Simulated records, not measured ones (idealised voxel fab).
Module name: voxel capacitor over wiring (process module)
cross-section cut | 250 nm wide | cells 5 nm
Throughout this document, each cross-section is represented as a grid of square cells and is presented as a sequence of bands enumerated from the top downward, where a band comprises one or more rows of cells.
The band entry comprises the height of the band's top followed by the height of its bottom, expressed in nm, and subsequently the band's materials from left to right, each stated together with its width in nm. Where a single material is marked with the word "all across", that material fills the band from edge to edge. The word "empty" represents empty space.
Below 0: as-received wafer, all one material; heights counted from there. Lowest band: no bottom, goes on down, written "0 down".
Top row gets the first number, bottom row gets the second, and each row in between changes by the same step: that is how a band width like "30->40" works.
It should be understood that the words "nothing got changed", when stated for a given step, signify that the cross-section underwent no change in any of its cells during that step.
Reported under the label "Sealed void inventory" are the empty spaces having no open way to the top and comprising 8 cells or more; the notation for each is width x height at distance, in which the distance is measured from the left edge and all three values are in nm.
On a step's line, text after the settings is the simulator commenting on that step.
overlay nm: step with mask; distance mask lay right of planned place; negative value = left of planned place.

-- This section lists the process steps that were planned
1: RECEIVE with material Si
2: CONFORMAL_DEP with material SiO2, thk nm 10
3: DIRECTIONAL_DEP with material TiN, thk nm 5
4: DIRECTIONAL_DEP with material W, thk nm 15
5: DIRECTIONAL_DEP with material aC, thk nm 15
6: PATTERN with tone cover, mask id METAL_1, material resist, width nm 20, pitch nm 70, thk nm 30, overlay nm 0
7: DIRECTIONAL_ETCH with etch materials aC, depth nm 15
8: STRIP with etch materials resist
9: DIRECTIONAL_ETCH with etch materials W, depth nm 15
10: DIRECTIONAL_ETCH with etch materials TiN, depth nm 5
11: STRIP with etch materials aC
12: FILL_DEP with material lowk, thk nm 5
13: CMP with height nm 30
14: CONFORMAL_DEP with material SiCN, thk nm 5
15: DIRECTIONAL_DEP with material lowk, thk nm 10
16: DIRECTIONAL_DEP with material aC, thk nm 15
17: PATTERN with tone open, mask id PLUG_1, material resist, width nm 15, thk nm 35, overlay nm 0
18: DIRECTIONAL_ETCH with etch materials aC, depth nm 15
19: STRIP with etch materials resist
20: DIRECTIONAL_ETCH with etch materials lowk, depth nm 10
21: DIRECTIONAL_ETCH with etch materials SiCN, depth nm 5
22: STRIP with etch materials aC
23: CONFORMAL_DEP with material TiN, thk nm 5
24: FILL_DEP with material Ru, thk nm 10
25: CMP with height nm 45
26: DIRECTIONAL_DEP with material TiN, thk nm 10
27: DIRECTIONAL_DEP with material Al2O3, thk nm 5
28: DIRECTIONAL_DEP with material TiN, thk nm 5
29: PATTERN with tone cover, mask id UPPER_PLATE, material resist, width nm 55, thk nm 20, overlay nm 0
30: DIRECTIONAL_ETCH with etch materials TiN, depth nm 5
31: DIRECTIONAL_ETCH with etch materials Al2O3, depth nm 5
32: STRIP with etch materials resist
33: PATTERN with tone cover, mask id LOWER_PLATE, material resist, width nm 65, thk nm 20, overlay nm 0
34: DIRECTIONAL_ETCH with etch materials TiN, depth nm 10
35: STRIP with etch materials resist
36: FILL_DEP with material SiO2, thk nm 20
37: CMP with height nm 80
38: MASKED_ETCH with tone open, mask id PLUG_2, width nm 15, etch materials SiO2, depth nm 15, overlay nm 0
39: CONFORMAL_DEP with material TiN, thk nm 5
40: FILL_DEP with material W, thk nm 5
41: CMP with height nm 80
42: CONFORMAL_DEP with material SiCN, thk nm 5
All wafers enter the flow in the same state. The width nm at step 38 differs from wafer to wafer, and the plan gives the value for the first wafer.

-- So this is the first of several wafers, cross-sectioned as it came to us, meaning it's at the end of step 1
    0 down = Si all across
    Sealed void inventory: none

-- Cross-sectional representation of the first of several wafers at the end of the module, i.e. after its terminal step, step 42
    85 to 80 = SiCN all across
    80 to 70 = 95 of SiO2, then 5 of TiN, then 5 of W, then 5 of TiN, then 140 of SiO2
    70 to 60 = 95->85 of SiO2, then 15->55 of TiN, then 140->110 of SiO2
    60 to 55 = 85 of SiO2, then 55 of Al2O3, then 110 of SiO2
    55 to 45 = 80 of SiO2, then 65 of TiN, then 105 of SiO2
    45 to 35 = 85 of lowk, then 5 of TiN, then 5 of Ru, then 5 of TiN, then 150 of lowk
    35 to 30 = 85 of SiCN, then 15 of TiN, then 150 of SiCN
    30 to 15 = 80 of lowk, then 20 of W, then 50 of lowk, then 20 of W, then 80 of lowk
    15 to 10 = 80 of lowk, then 20 of TiN, then 50 of lowk, then 20 of TiN, then 80 of lowk
    10 to 0 = SiO2 all across
    0 down = Si all across
    Sealed void inventory: none

-- Cross-section, module end, final of several wafers
    85 to 80 = SiCN all across
    80 to 70 = 90 of SiO2, then 5 of TiN, then 20 of W, then 5 of TiN, then 130 of SiO2
    70 to 60 = 90->85 of SiO2, then 30->55 of TiN, then 130->110 of SiO2
    60 to 55 = 85 of SiO2, then 55 of Al2O3, then 110 of SiO2
    55 to 45 = 80 of SiO2, then 65 of TiN, then 105 of SiO2
    45 to 35 = 85 of lowk, then 5 of TiN, then 5 of Ru, then 5 of TiN, then 150 of lowk
    35 to 30 = 85 of SiCN, then 15 of TiN, then 150 of SiCN
    30 to 15 = 80 of lowk, then 20 of W, then 50 of lowk, then 20 of W, then 80 of lowk
    15 to 10 = 80 of lowk, then 20 of TiN, then 50 of lowk, then 20 of TiN, then 80 of lowk
    10 to 0 = SiO2 all across
    0 down = Si all across
    Sealed void inventory: none

-- Note: the following table is arranged by wafer, a row apiece. Each row reports the end-of-module state: per material, cells gained (+) or cells lost (-) compared with the wafer as received; closed voids follow
width nm 15; +11 Al2O3; +2 Ru; +97 SiCN; +393 SiO2; +59 TiN; +26 W; +262 lowk; Sealed void inventory: none
width nm 20; +11 Al2O3; +2 Ru; +97 SiCN; +390 SiO2; +60 TiN; +28 W; +262 lowk; Sealed void inventory: none
width nm 25; +11 Al2O3; +2 Ru; +97 SiCN; +387 SiO2; +61 TiN; +30 W; +262 lowk; Sealed void inventory: none
width nm 30; +11 Al2O3; +2 Ru; +97 SiCN; +384 SiO2; +62 TiN; +32 W; +262 lowk; Sealed void inventory: none
